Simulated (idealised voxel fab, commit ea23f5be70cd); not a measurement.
A process module follows: voxel wiring stack.
FYI the section here is cut, 280 nm wide, cells are 5 nm squares.
Think of the cross-section as a grid of square cells. We describe it in bands, top to bottom, and each band covers one or more rows of those cells. In this notation a band is specified by the heights of its top and bottom, in that order and in nm, after which its materials appear from left to right, each paired with its width in nm. The word "throughout" attached to a single material means that material fills the band from edge to edge; the word "blank" stands for empty space. Heads up on the height convention: 0 is the point under which the incoming wafer is all one material, and the lowest band has no bottom, it just keeps going down, like "top 0, no bottom". The notation "30 to 40" denotes a width that varies across the rows of cells in the band, beginning at the first number in the top row, finishing at the second number in the bottom row, and changing by an identical amount from each row to the next. Any step labelled "same as before" changed none of the cells in the cross-section. You'll see "Voids, sealed" listing empty spaces that have no way open to the top, as long as they're 8 cells or more; the notation is width x height at distance, where the distance is from the left edge, and all of it is in nm. Anything after a step's settings on that line? It's the simulator's own note about the step. When a step includes a mask, the "overlay nm" setting on its line states how far to the right of its planned place that mask lay, and negative values state how far to the left.

# These are the steps we planned for the process
- 1: RECEIVE | material Si
- 2: CONFORMAL_DEP | material SiO2 | thk nm 10
- 3: CONFORMAL_DEP | material SiCN | thk nm 5
- 4: DIRECTIONAL_DEP | material SiO2 | thk nm 25
- 5: MASKED_ETCH | tone open | mask id METAL_1 | width nm 30 | pitch nm 60 | etch materials SiO2 | depth nm 25 | overlay nm 0
- 6: MASKED_ETCH | tone open | mask id METAL_1 | width nm 30 | pitch nm 60 | etch materials SiCN | depth nm 5 | overlay nm 0
- 7: CONFORMAL_DEP | material TiN | thk nm 5
- 8: FILL_DEP | material Cu | thk nm 10
- 9: CMP | height nm 40
- 10: EPI | material Ru | thk nm 5
- 11: FILL_DEP | material SiCN | thk nm 5
- 12: DIRECTIONAL_DEP | material lowk | thk nm 15
- 13: DIRECTIONAL_DEP | material aC | thk nm 10
- 14: PATTERN | tone open | mask id PLUG_1 | material resist | width nm 15 | pitch nm 60 | thk nm 25 | overlay nm 0
- 15: DIRECTIONAL_ETCH | etch materials aC | depth nm 10
- 16: STRIP | etch materials resist
- 17: DIRECTIONAL_ETCH | etch materials lowk | depth nm 15
- 18: DIRECTIONAL_ETCH | etch materials SiCN | depth nm 5
- 19: STRIP | etch materials aC
- 20: CONFORMAL_DEP | material TiN | thk nm 5
- 21: FILL_DEP | material Cu | thk nm 5
- 22: CMP | height nm 65
- 23: DIRECTIONAL_DEP | material TiN | thk nm 5
- 24: DIRECTIONAL_DEP | material W | thk nm 25
- 25: MASKED_ETCH | tone cover | mask id METAL_2 | width nm 30 | pitch nm 60 | etch materials W | depth nm 25 | overlay nm 0
- 26: MASKED_ETCH | tone cover | mask id METAL_2 | width nm 30 | pitch nm 60 | etch materials TiN | depth nm 5 | overlay nm 0
- 27: CONFORMAL_DEP | material SiN | thk nm 5
- 28: FILL_DEP | material lowk | thk nm 10
- 29: CMP | height nm 95
- 30: CONFORMAL_DEP | material SiCN | thk nm 5
- 31: DIRECTIONAL_DEP | material lowk | thk nm 15
- 32: DIRECTIONAL_DEP | material aC | thk nm 15
- 33: PATTERN | tone open | mask id PLUG_2 | material resist | width nm 15 | pitch nm 60 | thk nm 35 | overlay nm 0
- 34: DIRECTIONAL_ETCH | etch materials aC | depth nm 15
- 35: STRIP | etch materials resist
- 36: DIRECTIONAL_ETCH | etch materials lowk | depth nm 15
- 37: DIRECTIONAL_ETCH | etch materials SiCN | depth nm 5
- 38: STRIP | etch materials aC
- 39: CONFORMAL_DEP | material TiN | thk nm 5
- 40: FILL_DEP | material Cu | thk nm 10
- 41: CMP | height nm 115
- 42: DIRECTIONAL_DEP | material TiN | thk nm 5
- 43: DIRECTIONAL_DEP | material W | thk nm 25
- 44: DIRECTIONAL_DEP | material aC | thk nm 10
- 45: PATTERN | tone cover | mask id METAL_3 | material resist | width nm 30 | pitch nm 60 | thk nm 30 | overlay nm 0
- 46: DIRECTIONAL_ETCH | etch materials aC | depth nm 10
- 47: STRIP | etch materials resist
- 48: DIRECTIONAL_ETCH | etch materials W | depth nm 25
- 49: DIRECTIONAL_ETCH | etch materials TiN | depth nm 5
- 50: STRIP | etch materials aC
- 51: FILL_DEP | material lowk | thk nm 10
- 52: CMP | height nm 145
- 53: CONFORMAL_DEP | material SiN | thk nm 5

# Run as planned: first of two wafers

# As-received wafer cross-section (after step 1)
* top 0, no bottom: Si throughout
* Voids, sealed: none

# Upon completion of step 2, the wafer appears in cross-section as shown
* top 10, bottom 0: SiO2 throughout
* Beneath the level 0, the cross-section is identical to its previous state.

# Upon completion of step 3, the wafer appears in cross-section as shown
* top 15, bottom 10: SiCN throughout
* Beneath the level 10, the cross-section is identical to its previous state.

# Upon completion of step 4, the wafer appears in cross-section as shown
* top 40, bottom 15: SiO2 throughout
* Beneath the level 15, the cross-section is identical to its previous state.

# Upon completion of step 5, the wafer appears in cross-section as shown
* top 40, bottom 15: 95 SiO2; 30 blank; 30 SiO2; 30 blank; 95 SiO2
* Beneath the level 15, the cross-section is identical to its previous state.

# Upon completion of step 6, the wafer appears in cross-section as shown
* top 40, bottom 15: 95 SiO2; 30 blank; 30 SiO2; 30 blank; 95 SiO2
* top 15, bottom 10: 95 SiCN; 30 blank; 30 SiCN; 30 blank; 95 SiCN
* Beneath the level 10, the cross-section is identical to its previous state.

# Upon completion of step 7, the wafer appears in cross-section as shown
* top 45, bottom 40: 100 TiN; 20 blank; 40 TiN; 20 blank; 100 TiN
* top 40, bottom 15: 95 SiO2; 5 TiN; 20 blank; 5 TiN; 30 SiO2; 5 TiN; 20 blank; 5 TiN; 95 SiO2
* top 15, bottom 10: 95 SiCN; 30 TiN; 30 SiCN; 30 TiN; 95 SiCN
* Beneath the level 10, the cross-section is identical to its previous state.

# Upon completion of step 8, the wafer appears in cross-section as shown
* top 55, bottom 45: Cu throughout
* top 45, bottom 40: 100 TiN; 20 Cu; 40 TiN; 20 Cu; 100 TiN
* top 40, bottom 15: 95 SiO2; 5 TiN; 20 Cu; 5 TiN; 30 SiO2; 5 TiN; 20 Cu; 5 TiN; 95 SiO2
* Beneath the level 15, the cross-section is identical to its previous state.

# Upon completion of step 9, the wafer appears in cross-section as shown
* top 40, bottom 15: 95 SiO2; 5 TiN; 20 Cu; 5 TiN; 30 SiO2; 5 TiN; 20 Cu; 5 TiN; 95 SiO2
* Beneath the level 15, the cross-section is identical to its previous state.

# Upon completion of step 10, the wafer appears in cross-section as shown
* top 45, bottom 40: 90 blank; 40 Ru; 20 blank; 40 Ru; 90 blank
* Beneath the level 40, the cross-section is identical to its previous state.

# Upon completion of step 11, the wafer appears in cross-section as shown
* top 50, bottom 45: SiCN throughout
* top 45, bottom 40: 90 SiCN; 40 Ru; 20 SiCN; 40 Ru; 90 SiCN
* Beneath the level 40, the cross-section is identical to its previous state.

# Upon completion of step 12, the wafer appears in cross-section as shown
* top 65, bottom 50: lowk throughout
* Beneath the level 50, the cross-section is identical to its previous state.

# Upon completion of step 13, the wafer appears in cross-section as shown
* top 75, bottom 65: aC throughout
* Beneath the level 65, the cross-section is identical to its previous state.

# Upon completion of step 14, the wafer appears in cross-section as shown
* top 100, bottom 75: 95 resist; 15 blank; 45 resist; 15 blank; 110 resist
* Beneath the level 75, the cross-section is identical to its previous state.

# Upon completion of step 15, the wafer appears in cross-section as shown
* top 90, bottom 75: 95 resist; 15 blank; 45 resist; 15 blank; 110 resist
* top 75, bottom 65: 95 aC; 15 blank; 45 aC; 15 blank; 110 aC
* Beneath the level 65, the cross-section is identical to its previous state.

# Upon completion of step 16, the wafer appears in cross-section as shown
* top 75, bottom 65: 95 aC; 15 blank; 45 aC; 15 blank; 110 aC
* Beneath the level 65, the cross-section is identical to its previous state.

# Upon completion of step 17, the wafer appears in cross-section as shown
* top 75, bottom 65: 95 aC; 15 blank; 45 aC; 15 blank; 110 aC
* top 65, bottom 50: 95 lowk; 15 blank; 45 lowk; 15 blank; 110 lowk
* Beneath the level 50, the cross-section is identical to its previous state.

# Upon completion of step 18, the wafer appears in cross-section as shown
* top 75, bottom 65: 95 aC; 15 blank; 45 aC; 15 blank; 110 aC
* top 65, bottom 50: 95 lowk; 15 blank; 45 lowk; 15 blank; 110 lowk
* top 50, bottom 45: 95 SiCN; 15 blank; 45 SiCN; 15 blank; 110 SiCN
* Beneath the level 45, the cross-section is identical to its previous state.

# Upon completion of step 19, the wafer appears in cross-section as shown
* top 65, bottom 50: 95 lowk; 15 blank; 45 lowk; 15 blank; 110 lowk
* Beneath the level 50, the cross-section is identical to its previous state.

# Upon completion of step 20, the wafer appears in cross-section as shown
* top 70, bottom 65: 100 TiN; 5 blank; 55 TiN; 5 blank; 115 TiN
* top 65, bottom 50: 95 lowk; 5 TiN; 5 blank; 5 TiN; 45 lowk; 5 TiN; 5 blank; 5 TiN; 110 lowk
* top 50, bottom 45: 95 SiCN; 15 TiN; 45 SiCN; 15 TiN; 110 SiCN
* Beneath the level 45, the cross-section is identical to its previous state.

# Upon completion of step 21, the wafer appears in cross-section as shown
* top 75, bottom 70: Cu throughout
* top 70, bottom 65: 100 TiN; 5 Cu; 55 TiN; 5 Cu; 115 TiN
* top 65, bottom 50: 95 lowk; 5 TiN; 5 Cu; 5 TiN; 45 lowk; 5 TiN; 5 Cu; 5 TiN; 110 lowk
* Beneath the level 50, the cross-section is identical to its previous state.

# Upon completion of step 22, the wafer appears in cross-section as shown
* top 65, bottom 50: 95 lowk; 5 TiN; 5 Cu; 5 TiN; 45 lowk; 5 TiN; 5 Cu; 5 TiN; 110 lowk
* Beneath the level 50, the cross-section is identical to its previous state.

# Upon completion of step 23, the wafer appears in cross-section as shown
* top 70, bottom 65: TiN throughout
* Beneath the level 65, the cross-section is identical to its previous state.

# Upon completion of step 24, the wafer appears in cross-section as shown
* top 95, bottom 70: W throughout
* Beneath the level 70, the cross-section is identical to its previous state.

# Upon completion of step 25, the wafer appears in cross-section as shown
* top 95, bottom 70: 95 blank; 30 W; 30 blank; 30 W; 95 blank
* Beneath the level 70, the cross-section is identical to its previous state.

# Upon completion of step 26, the wafer appears in cross-section as shown
* top 95, bottom 70: 95 blank; 30 W; 30 blank; 30 W; 95 blank
* top 70, bottom 65: 95 blank; 30 TiN; 30 blank; 30 TiN; 95 blank
* Beneath the level 65, the cross-section is identical to its previous state.

# Upon completion of step 27, the wafer appears in cross-section as shown
* top 100, bottom 95: 90 blank; 40 SiN; 20 blank; 40 SiN; 90 blank
* top 95, bottom 70: 90 blank; 5 SiN; 30 W; 5 SiN; 20 blank; 5 SiN; 30 W; 5 SiN; 90 blank
* top 70, bottom 65: 95 SiN; 30 TiN; 30 SiN; 30 TiN; 95 SiN
* Beneath the level 65, the cross-section is identical to its previous state.

# Upon completion of step 28, the wafer appears in cross-section as shown
* top 110, bottom 100: lowk throughout
* top 100, bottom 95: 90 lowk; 40 SiN; 20 lowk; 40 SiN; 90 lowk
* top 95, bottom 70: 90 lowk; 5 SiN; 30 W; 5 SiN; 20 lowk; 5 SiN; 30 W; 5 SiN; 90 lowk
* Beneath the level 70, the cross-section is identical to its previous state.

# Upon completion of step 29, the wafer appears in cross-section as shown
* top 95, bottom 70: 90 lowk; 5 SiN; 30 W; 5 SiN; 20 lowk; 5 SiN; 30 W; 5 SiN; 90 lowk
* Beneath the level 70, the cross-section is identical to its previous state.

# Upon completion of step 30, the wafer appears in cross-section as shown
* top 100, bottom 95: SiCN throughout
* Beneath the level 95, the cross-section is identical to its previous state.

# Upon completion of step 31, the wafer appears in cross-section as shown
* top 115, bottom 100: lowk throughout
* Beneath the level 100, the cross-section is identical to its previous state.

# Upon completion of step 32, the wafer appears in cross-section as shown
* top 130, bottom 115: aC throughout
* Beneath the level 115, the cross-section is identical to its previous state.

# Upon completion of step 33, the wafer appears in cross-section as shown
* top 165, bottom 130: 95 resist; 15 blank; 45 resist; 15 blank; 110 resist
* Beneath the level 130, the cross-section is identical to its previous state.

# Upon completion of step 34, the wafer appears in cross-section as shown
* top 150, bottom 130: 95 resist; 15 blank; 45 resist; 15 blank; 110 resist
* top 130, bottom 115: 95 aC; 15 blank; 45 aC; 15 blank; 110 aC
* Beneath the level 115, the cross-section is identical to its previous state.

# Upon completion of step 35, the wafer appears in cross-section as shown
* top 130, bottom 115: 95 aC; 15 blank; 45 aC; 15 blank; 110 aC
* Beneath the level 115, the cross-section is identical to its previous state.

# Upon completion of step 36, the wafer appears in cross-section as shown
* top 130, bottom 115: 95 aC; 15 blank; 45 aC; 15 blank; 110 aC
* top 115, bottom 100: 95 lowk; 15 blank; 45 lowk; 15 blank; 110 lowk
* Beneath the level 100, the cross-section is identical to its previous state.

# Upon completion of step 37, the wafer appears in cross-section as shown
* top 130, bottom 115: 95 aC; 15 blank; 45 aC; 15 blank; 110 aC
* top 115, bottom 100: 95 lowk; 15 blank; 45 lowk; 15 blank; 110 lowk
* top 100, bottom 95: 95 SiCN; 15 blank; 45 SiCN; 15 blank; 110 SiCN
* Beneath the level 95, the cross-section is identical to its previous state.

# Upon completion of step 38, the wafer appears in cross-section as shown
* top 115, bottom 100: 95 lowk; 15 blank; 45 lowk; 15 blank; 110 lowk
* Beneath the level 100, the cross-section is identical to its previous state.

# Upon completion of step 39, the wafer appears in cross-section as shown
* top 120, bottom 115: 100 TiN; 5 blank; 55 TiN; 5 blank; 115 TiN
* top 115, bottom 100: 95 lowk; 5 TiN; 5 blank; 5 TiN; 45 lowk; 5 TiN; 5 blank; 5 TiN; 110 lowk
* top 100, bottom 95: 95 SiCN; 15 TiN; 45 SiCN; 15 TiN; 110 SiCN
* Beneath the level 95, the cross-section is identical to its previous state.

# Upon completion of step 40, the wafer appears in cross-section as shown
* top 130, bottom 120: Cu throughout
* top 120, bottom 115: 100 TiN; 5 Cu; 55 TiN; 5 Cu; 115 TiN
* top 115, bottom 100: 95 lowk; 5 TiN; 5 Cu; 5 TiN; 45 lowk; 5 TiN; 5 Cu; 5 TiN; 110 lowk
* Beneath the level 100, the cross-section is identical to its previous state.

# Upon completion of step 41, the wafer appears in cross-section as shown
* top 115, bottom 100: 95 lowk; 5 TiN; 5 Cu; 5 TiN; 45 lowk; 5 TiN; 5 Cu; 5 TiN; 110 lowk
* Beneath the level 100, the cross-section is identical to its previous state.

# Upon completion of step 42, the wafer appears in cross-section as shown
* top 120, bottom 115: TiN throughout
* Beneath the level 115, the cross-section is identical to its previous state.

# Upon completion of step 43, the wafer appears in cross-section as shown
* top 145, bottom 120: W throughout
* Beneath the level 120, the cross-section is identical to its previous state.

# Upon completion of step 44, the wafer appears in cross-section as shown
* top 155, bottom 145: aC throughout
* Beneath the level 145, the cross-section is identical to its previous state.

# Upon completion of step 45, the wafer appears in cross-section as shown
* top 185, bottom 155: 95 blank; 30 resist; 30 blank; 30 resist; 95 blank
* Beneath the level 155, the cross-section is identical to its previous state.

# Upon completion of step 46, the wafer appears in cross-section as shown
* top 175, bottom 155: 95 blank; 30 resist; 30 blank; 30 resist; 95 blank
* top 155, bottom 145: 95 blank; 30 aC; 30 blank; 30 aC; 95 blank
* Beneath the level 145, the cross-section is identical to its previous state.

# Upon completion of step 47, the wafer appears in cross-section as shown
* top 155, bottom 145: 95 blank; 30 aC; 30 blank; 30 aC; 95 blank
* Beneath the level 145, the cross-section is identical to its previous state.

# Upon completion of step 48, the wafer appears in cross-section as shown
* top 155, bottom 145: 95 blank; 30 aC; 30 blank; 30 aC; 95 blank
* top 145, bottom 120: 95 blank; 30 W; 30 blank; 30 W; 95 blank
* Beneath the level 120, the cross-section is identical to its previous state.

# Upon completion of step 49, the wafer appears in cross-section as shown
* top 155, bottom 145: 95 blank; 30 aC; 30 blank; 30 aC; 95 blank
* top 145, bottom 120: 95 blank; 30 W; 30 blank; 30 W; 95 blank
* top 120, bottom 115: 95 blank; 30 TiN; 30 blank; 30 TiN; 95 blank
* Beneath the level 115, the cross-section is identical to its previous state.

# Upon completion of step 50, the wafer appears in cross-section as shown
* top 145, bottom 120: 95 blank; 30 W; 30 blank; 30 W; 95 blank
* Beneath the level 120, the cross-section is identical to its previous state.

# Upon completion of step 51, the wafer appears in cross-section as shown
* top 155, bottom 145: lowk throughout
* top 145, bottom 120: 95 lowk; 30 W; 30 lowk; 30 W; 95 lowk
* top 120, bottom 115: 95 lowk; 30 TiN; 30 lowk; 30 TiN; 95 lowk
* Beneath the level 115, the cross-section is identical to its previous state.

# Upon completion of step 52, the wafer appears in cross-section as shown
* top 145, bottom 120: 95 lowk; 30 W; 30 lowk; 30 W; 95 lowk
* Beneath the level 120, the cross-section is identical to its previous state.

# Upon completion of step 53, the wafer appears in cross-section as shown
* top 150, bottom 145: SiN throughout
* Beneath the level 145, the cross-section is identical to its previous state.

# Notes, second wafer: start = first wafer's, plan = first wafer's, execution had one mistake; history identical to first through step 42

# Cross-section: second wafer, time at which step 43 was scheduled to end
* top 145, bottom 120: Ru throughout
* Beneath the level 120, the cross-section is identical to its previous state.

# Cross-section: second wafer, time at which step 44 was scheduled to end
* top 155, bottom 145: aC throughout
* Beneath the level 145, the cross-section is identical to its previous state.

# Cross-section: second wafer, time at which step 45 was scheduled to end
* top 185, bottom 155: 95 blank; 30 resist; 30 blank; 30 resist; 95 blank
* Beneath the level 155, the cross-section is identical to its previous state.

# Cross-section: second wafer, time at which step 46 was scheduled to end
* top 175, bottom 155: 95 blank; 30 resist; 30 blank; 30 resist; 95 blank
* top 155, bottom 145: 95 blank; 30 aC; 30 blank; 30 aC; 95 blank
* Beneath the level 145, the cross-section is identical to its previous state.

# Cross-section: second wafer, time at which step 47 was scheduled to end
* top 155, bottom 145: 95 blank; 30 aC; 30 blank; 30 aC; 95 blank
* Beneath the level 145, the cross-section is identical to its previous state.

Cross-section: second wafer, time at which step 48 was scheduled to end: same as before

Cross-section: second wafer, time at which step 49 was scheduled to end: same as before

# Cross-section: second wafer, time at which step 50 was scheduled to end
* top 145, bottom 120: Ru throughout
* Beneath the level 120, the cross-section is identical to its previous state.

# Cross-section: second wafer, time at which step 51 was scheduled to end
* top 155, bottom 145: lowk throughout
* Beneath the level 145, the cross-section is identical to its previous state.

# Cross-section: second wafer, time at which step 52 was scheduled to end
* top 145, bottom 120: Ru throughout
* Beneath the level 120, the cross-section is identical to its previous state.

# Cross-section: second wafer, time at which step 53 was scheduled to end
* top 150, bottom 145: SiN throughout
* Beneath the level 145, the cross-section is identical to its previous state.
So what did we get wrong on this run? step 43 changed vs plan, executed as DIRECTIONAL_DEP | material Ru | thk nm 25
Bottom line after processing is that, in cells, the second wafer is up or down on some materials versus the first: 280 more of Ru; 44 more of TiN; 60 fewer of W; 264 fewer of lowk
